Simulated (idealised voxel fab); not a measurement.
Process module under the name voxel lift off
Each square cell in cross-section cut measures 5 nm, and the section as a whole is 260 nm wide.
This document writes a cross-section as a grid whose cells are square, and gives it as bands, listed from the top down; one or more rows of cells form a band. This entry defines a band. It first specifies the height of the band's top and the height of its bottom in nm, and then specifies the band's materials from left to right, stating each material with its width in nm. The word "everywhere" identifies a single material that fills the band from edge to edge, while the word "empty" identifies empty space. Heights are reckoned from 0. Under this level, the received wafer is all of one material. The bottommost band is open-ended downward, for example "0 nm and below". The expression "30 to 40" gives the width at the extremes of the band, the first number at its top row of cells and the second at its bottom row, with the width changing by equal amounts from each row to the next in between. A step reported as "nothing got changed" is a step in which no cell of the cross-section changed. Closed empty spaces (no open way to the top) of 8 cells or more are what "Enclosed void listing" lists, each as width x height at distance from the left edge, nm for all three. Where a step's line continues beyond its settings, the continuation is a remark by the simulator itself on that step. overlay nm: where the mask lay relative to plan, measured to the right, on steps with a mask; negatives go left.
Below is the list of planned process steps
1 RECEIVE with material Si
2 CONFORMAL_DEP with material SiO2, thk nm 5
3 PATTERN with tone open, mask id LINES, material resist, width nm 25, pitch nm 45, thk nm 20, overlay nm 0
4 DIRECTIONAL_DEP with material Ru, thk nm 10
5 STRIP with etch materials resist
6 CONFORMAL_DEP with material SiCN, thk nm 10
Wafer at receipt (post step 1), cross-section
  0 nm and below | Si everywhere
  Enclosed void listing: none
Here's the cross-section of the first of our two wafers at the end of the module - it ran as planned
  25 nm to 15 nm | empty 60 / SiCN 135 / empty 65
  15 nm to 5 nm | SiCN 70 / Ru 25 / SiCN 20 / Ru 25 / SiCN 20 / Ru 25 / SiCN 75
  5 nm to 0 nm | SiO2 everywhere
  0 nm and below | Si everywhere
  Enclosed void listing: none
So this is wafer number two of the two, cut at the end of the module - it started where the first did and had the same plan, we just got one thing wrong running it
  25 nm to 15 nm | SiCN 80 / empty 5 / SiCN 40 / empty 5 / SiCN 40 / empty 5 / SiCN 85
  15 nm to 5 nm | Ru 70 / SiCN 25 / Ru 20 / SiCN 25 / Ru 20 / SiCN 25 / Ru 75
  5 nm to 0 nm | SiO2 everywhere
  0 nm and below | Si everywhere
  Enclosed void listing: none
Plan not followed: the process deviated at step 3: the operation and settings actually run there were PATTERN with tone cover, mask id LINES, material resist, width nm 25, pitch nm 45, thk nm 20, overlay nm 0
At the finish, the second wafer shows more or fewer cells for some materials than the first does: +44 Ru
